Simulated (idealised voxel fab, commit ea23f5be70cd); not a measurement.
Process module heading - voxel transistor to metal
Square cells of 5 nm make up the cross-section cut, whose width is 290 nm.
If you're reading a cross-section in this doc, picture square cells in a grid; it comes to you as bands, top ones listed first down to the bottom, and a band can be one or more rows of cells.
Top, bottom (nm), then materials left to right with widths (nm); lone material tagged "everywhere" fills the whole band edge to edge; "air" = empty space.
Ref level 0: as-received wafer is one material below here. Bottom band extends down with no lower bound ("0 nm and below").
It should be noted that a width expressed as "30..40" varies in equal increments from row to row of cells within the band, taking the value of the first number at the top row and that of the second number at the bottom row.
Where a step carries "nothing different", the cross-section came out of it unchanged, cell for cell.
Each empty space that has no open way to the top and spans at least 8 cells appears under "Enclosed void listing" as width x height at distance, the distance counted from the left edge, all in nm.
Text after the settings on a step's line: the simulator's own remark on that step.
overlay nm: step with mask; distance mask lay right of planned place; negative value = left of planned place.
**The steps planned for the process are as follows**
step 1: RECEIVE, material Si
step 2: CONFORMAL_DEP, material SiO2, thk nm 5
step 3: CONFORMAL_DEP, material SiN, thk nm 10
step 4: MASKED_ETCH, tone cover, mask id ACTIVE, width nm 115, pitch nm 135, etch materials SiN, depth nm 10, overlay nm 0
step 5: MASKED_ETCH, tone cover, mask id ACTIVE, width nm 115, pitch nm 135, etch materials SiO2, depth nm 5, overlay nm 0
step 6: MASKED_ETCH, tone cover, mask id ACTIVE, width nm 105, pitch nm 135, etch materials Si, depth nm 30, overlay nm 0
step 7: FILL_DEP, material SiO2, thk nm 5
step 8: CMP, height nm 15
step 9: SELECTIVE_ETCH, etch materials SiO2, depth nm 5
step 10: STRIP, etch materials SiN
step 11: SELECTIVE_ETCH, etch materials SiO2, depth nm 5
step 12: OXIDIZE, depth nm 5
step 13: DIRECTIONAL_DEP, material polySi, thk nm 30
step 14: DIRECTIONAL_DEP, material SiCN, thk nm 10
step 15: PATTERN, tone cover, mask id GATE, material resist, width nm 35, pitch nm 135, thk nm 20, overlay nm 0
step 16: DIRECTIONAL_ETCH, etch materials SiCN, depth nm 20
step 17: DIRECTIONAL_ETCH, etch materials polySi, depth nm 40
step 18: STRIP, etch materials resist
step 19: CONFORMAL_DEP, material SiO2, thk nm 5
step 20: DIRECTIONAL_ETCH, etch materials SiO2, depth nm 5
step 21: CONFORMAL_DEP, material SiN, thk nm 10
step 22: DIRECTIONAL_ETCH, etch materials SiN, depth nm 10
step 23: DIRECTIONAL_ETCH, etch materials SiO2, depth nm 5
step 24: EPI, material SiGe, thk nm 5
step 25: FILL_DEP, material SiO2, thk nm 10
step 26: CMP, height nm 30
step 27: STRIP, etch materials polySi
step 28: SELECTIVE_ETCH, etch materials SiO2, depth nm 5
step 29: CONFORMAL_DEP, material HfO2, thk nm 5
step 30: CONFORMAL_DEP, material TiN, thk nm 5
step 31: FILL_DEP, material W, thk nm 10
step 32: CMP, height nm 25
step 33: DIRECTIONAL_DEP, material SiO2, thk nm 15
step 34: PATTERN, tone open, mask id CONTACT, material resist, width nm 15, thk nm 15, overlay nm 0
step 35: DIRECTIONAL_ETCH, etch materials SiO2, depth nm 40
step 36: STRIP, etch materials resist
step 37: CONFORMAL_DEP, material TiN, thk nm 5
step 38: FILL_DEP, material Ru, thk nm 5
step 39: CMP, height nm 40
step 40: DIRECTIONAL_DEP, material TiN, thk nm 5
step 41: DIRECTIONAL_DEP, material Ru, thk nm 15
step 42: MASKED_ETCH, tone cover, mask id METAL_1, width nm 15, etch materials Ru, depth nm 15, overlay nm 0
step 43: MASKED_ETCH, tone cover, mask id METAL_1, width nm 15, etch materials TiN, depth nm 5, overlay nm 0
step 44: FILL_DEP, material lowk, thk nm 10
step 45: CMP, height nm 60
step 46: CONFORMAL_DEP, material SiN, thk nm 5
Don't read the plan's width nm for step 6 as applying to every wafer: that's the first wafer's value, and the wafers differ in it, though they all start identical.
**Cross-sectional view of the first of several wafers in the as-received condition, corresponding to the state following step 1**
* 0 nm and below  Si everywhere
* Enclosed void listing: none
**After the module's final step, step 46: the first of several wafers in cross-section**
* 65 nm to 60 nm  SiN everywhere
* 60 nm to 45 nm  lowk=25; Ru=15; lowk=75; Ru=15; lowk=30; Ru=15; lowk=75; Ru=15; lowk=25
* 45 nm to 40 nm  lowk=25; TiN=15; lowk=75; TiN=15; lowk=30; TiN=15; lowk=75; TiN=15; lowk=25
* 40 nm to 25 nm  SiO2=25; TiN=5; Ru=5; TiN=5; SiO2=75; TiN=5; Ru=5; TiN=5; SiO2=30; TiN=5; Ru=5; TiN=5; SiO2=75; TiN=5; Ru=5; TiN=5; SiO2=25
* 25 nm to 10 nm  SiO2=25; TiN=5; Ru=5; TiN=5; SiO2=5; SiN=10; HfO2=5; TiN=5; W=25; TiN=5; HfO2=5; SiN=10; SiO2=5; TiN=5; Ru=5; TiN=5; SiO2=30; TiN=5; Ru=5; TiN=5; SiO2=5; SiN=10; HfO2=5; TiN=5; W=25; TiN=5; HfO2=5; SiN=10; SiO2=5; TiN=5; Ru=5; TiN=5; SiO2=25
* 10 nm to 5 nm  SiO2=25; TiN=15; SiO2=5; SiN=10; HfO2=5; TiN=5; W=25; TiN=5; HfO2=5; SiN=10; SiO2=5; TiN=15; SiO2=30; TiN=15; SiO2=5; SiN=10; HfO2=5; TiN=5; W=25; TiN=5; HfO2=5; SiN=10; SiO2=5; TiN=15; SiO2=25
* 5 nm to 0 nm  SiO2=20; SiN=10; TiN=10; SiO2=5; SiN=10; HfO2=5; TiN=35; HfO2=5; SiN=10; SiO2=5; TiN=10; SiN=10; SiO2=20; SiN=10; TiN=10; SiO2=5; SiN=10; HfO2=5; TiN=35; HfO2=5; SiN=10; SiO2=5; TiN=10; SiN=10; SiO2=20
* 0 nm to -5 nm  SiO2=30; SiGe=15; SiO2=10; HfO2=45; SiO2=10; SiGe=15; SiO2=40; SiGe=15; SiO2=10; HfO2=45; SiO2=10; SiGe=15; SiO2=30
* -5 nm to -30 nm  SiO2=20; Si=115; SiO2=20; Si=115; SiO2=20
* -30 nm and below  Si everywhere
* Enclosed void listing: none
**Last wafer x-sec, end of module**
* 65 nm to 60 nm  SiN everywhere
* 60 nm to 45 nm  lowk=25; Ru=15; lowk=75; Ru=15; lowk=30; Ru=15; lowk=75; Ru=15; lowk=25
* 45 nm to 40 nm  lowk=25; TiN=15; lowk=75; TiN=15; lowk=30; TiN=15; lowk=75; TiN=15; lowk=25
* 40 nm to 25 nm  SiO2=25; TiN=5; Ru=5; TiN=5; SiO2=75; TiN=5; Ru=5; TiN=5; SiO2=30; TiN=5; Ru=5; TiN=5; SiO2=75; TiN=5; Ru=5; TiN=5; SiO2=25
* 25 nm to 10 nm  SiO2=25; TiN=5; Ru=5; TiN=5; SiO2=5; SiN=10; HfO2=5; TiN=5; W=25; TiN=5; HfO2=5; SiN=10; SiO2=5; TiN=5; Ru=5; TiN=5; SiO2=30; TiN=5; Ru=5; TiN=5; SiO2=5; SiN=10; HfO2=5; TiN=5; W=25; TiN=5; HfO2=5; SiN=10; SiO2=5; TiN=5; Ru=5; TiN=5; SiO2=25
* 10 nm to 5 nm  SiO2=25; TiN=15; SiO2=5; SiN=10; HfO2=5; TiN=5; W=25; TiN=5; HfO2=5; SiN=10; SiO2=5; TiN=15; SiO2=30; TiN=15; SiO2=5; SiN=10; HfO2=5; TiN=5; W=25; TiN=5; HfO2=5; SiN=10; SiO2=5; TiN=15; SiO2=25
* 5 nm to 0 nm  SiO2=20; SiN=10; TiN=10; SiO2=5; SiN=10; HfO2=5; TiN=35; HfO2=5; SiN=10; SiO2=5; TiN=10; SiN=10; SiO2=20; SiN=10; TiN=10; SiO2=5; SiN=10; HfO2=5; TiN=35; HfO2=5; SiN=10; SiO2=5; TiN=10; SiN=10; SiO2=20
* 0 nm to -5 nm  SiO2=30; SiGe=15; SiO2=10; HfO2=45; SiO2=10; SiGe=15; SiO2=40; SiGe=15; SiO2=10; HfO2=45; SiO2=10; SiGe=15; SiO2=30
* -5 nm to -30 nm  SiO2=20; Si=120; SiO2=15; Si=120; SiO2=15
* -30 nm and below  Si everywhere
* Enclosed void listing: none
**Here is how to read the rows: every wafer has a row, and it shows the wafer at the end of the module, giving for each material how many cells were gained (+) or lost (-) since the wafer was received, then listing its closed voids**
width nm 105; +38 HfO2; +60 Ru; -118 Si; +12 SiGe; +106 SiN; +322 SiO2; +110 TiN; +40 W; +184 lowk; Enclosed void listing: none
width nm 110; +38 HfO2; +60 Ru; -118 Si; +12 SiGe; +106 SiN; +322 SiO2; +110 TiN; +40 W; +184 lowk; Enclosed void listing: none
width nm 115; +38 HfO2; +60 Ru; -118 Si; +12 SiGe; +106 SiN; +322 SiO2; +110 TiN; +40 W; +184 lowk; Enclosed void listing: none
width nm 120; +38 HfO2; +60 Ru; -108 Si; +12 SiGe; +106 SiN; +312 SiO2; +110 TiN; +40 W; +184 lowk; Enclosed void listing: none
